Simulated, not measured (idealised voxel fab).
process module | voxel gate over fins
cross-section cut | 160 nm wide | cells 5 nm
A cross-section is a grid of square cells, given in bands from the top down. A band is one or more rows of cells.
Each band's line starts with the height of the band's top and of its bottom, in nm. Then come its materials from left to right, each with its width in nm. One material with "throughout" fills the band from edge to edge. "air" is empty space.
Height 0 is the level under which the wafer as received is all one material. The lowest band goes on downwards, as in "0 down".
A width such as "30 to 40" changes by the same amount from each row of cells to the next, from the band's top row to its bottom row.
"no change" after a step means that no cell of the cross-section changed.
closed voids: empty space of 8 cells or more with no open way to the top, each as width x height at its distance from the left edge, in nm
after a step's settings: what the simulator itself notes on the step
overlay nm, on a step with a mask: how far to the right of its planned place the mask lay; to the left if negative
plan
1 op RECEIVE | material Si
2 op CONFORMAL_DEP | material SiN | thk nm 10
3 op MASKED_ETCH | tone cover | mask id FINS | width nm 15 | pitch nm 60 | etch materials SiN | depth nm 10 | overlay nm 0
4 op MASKED_ETCH | tone cover | mask id FINS | width nm 15 | pitch nm 60 | etch materials Si | depth nm 35 | overlay nm 0
5 op OXIDIZE | depth nm 5
6 op FILL_DEP | material SiO2 | thk nm 15
7 op CMP | height nm 10
8 op MASKED_ETCH | tone open | mask id RAIL | width nm 15 | etch materials SiO2 | depth nm 40 | overlay nm 0
9 op CONFORMAL_DEP | material TiN | thk nm 5
10 op FILL_DEP | material Ru | thk nm 5
11 op CMP | height nm 10
12 op SELECTIVE_ETCH | etch materials W Ru TiN | depth nm 25
13 op FILL_DEP | material SiO2 | thk nm 5
14 op CMP | height nm 10
15 op SELECTIVE_ETCH | etch materials SiO2 | depth nm 20
16 op STRIP | etch materials SiN
17 op CONFORMAL_DEP | material HfO2 | thk nm 5
18 op CONFORMAL_DEP | material TiN | thk nm 5
19 op CONFORMAL_DEP | material TiAl | thk nm 5
20 op CONFORMAL_DEP | material TiN | thk nm 5
21 op FILL_DEP | material W | thk nm 10
22 op CMP | height nm 25
23 op CONFORMAL_DEP | material SiN | thk nm 10
as received, after step 1
  0 down: Si throughout
  closed voids: none
first wafer at the end, as planned
  35 to 25: SiN throughout
  25 to 20: W throughout
  20 to 15: W 25 | TiN 45 | W 15 | TiN 45 | W 30
  15 to 10: W 25 | TiN 5 | TiAl 35 | TiN 5 | W 15 | TiN 5 | TiAl 35 | TiN 5 | W 30
  10 to 5: TiN 30 | TiAl 5 | TiN 25 | TiAl 5 | TiN 25 | TiAl 5 | TiN 25 | TiAl 5 | TiN 35
  5 to 0: TiAl 35 | TiN 5 | HfO2 15 | TiN 5 | TiAl 35 | TiN 5 | HfO2 15 | TiN 5 | TiAl 40
  0 to -5: TiN 40 | HfO2 5 | Si 5 | HfO2 5 | TiN 45 | HfO2 5 | Si 5 | HfO2 5 | TiN 45
  -5 to -10: HfO2 45 | Si 5 | HfO2 55 | Si 5 | HfO2 50
  -10 to -15: SiO2 45 | Si 5 | SiO2 55 | Si 5 | SiO2 50
  -15 to -25: SiO2 45 | Si 5 | SiO2 20 | TiN 5 | Ru 5 | TiN 5 | SiO2 20 | Si 5 | SiO2 50
  -25 to -30: SiO2 45 | Si 5 | SiO2 20 | TiN 15 | SiO2 20 | Si 5 | SiO2 50
  -30 to -40: SiO2 45 | Si 5 | SiO2 55 | Si 5 | SiO2 50
  -40 down: Si throughout
  closed voids: none
second wafer at the end: like start, like plan, one mistake
  35 to 25: SiN throughout
  25 to 20: W throughout
  20 to 15: W 25 | TiN 45 | W 15 | TiN 45 | W 30
  15 to 10: W 20 | TiN 10 | TiAl 35 | TiN 10 | W 5 | TiN 10 | TiAl 35 | TiN 10 | W 25
  10 to 5: TiN 25 | TiAl 10 | TiN 25 | TiAl 10 | TiN 15 | TiAl 10 | TiN 25 | TiAl 10 | TiN 30
  5 to 0: TiAl 30 | TiN 10 | HfO2 15 | TiN 10 | TiAl 25 | TiN 10 | HfO2 15 | TiN 10 | TiAl 35
  0 to -5: TiN 35 | HfO2 10 | Si 5 | HfO2 10 | TiN 35 | HfO2 10 | Si 5 | HfO2 10 | TiN 40
  -5 to -10: HfO2 40 | Si 15 | HfO2 45 | Si 15 | HfO2 45
  -10 to -15: SiO2 40 | Si 15 | SiO2 45 | Si 15 | SiO2 45
  -15 to -25: SiO2 40 | Si 15 | SiO2 15 | TiN 5 | Ru 5 | TiN 5 | SiO2 15 | Si 15 | SiO2 45
  -25 to -30: SiO2 40 | Si 15 | SiO2 15 | TiN 15 | SiO2 15 | Si 15 | SiO2 45
  -30 to -40: SiO2 40 | Si 15 | SiO2 45 | Si 15 | SiO2 45
  -40 down: Si throughout
  closed voids: none
what went wrong: step 4 ran as: op MASKED_ETCH | tone cover | mask id FINS | width nm 25 | pitch nm 60 | etch materials Si | depth nm 35 | overlay nm 0
at the end the second wafer has, in cells: 28 more of Si | 24 fewer of SiO2 | 4 fewer of W
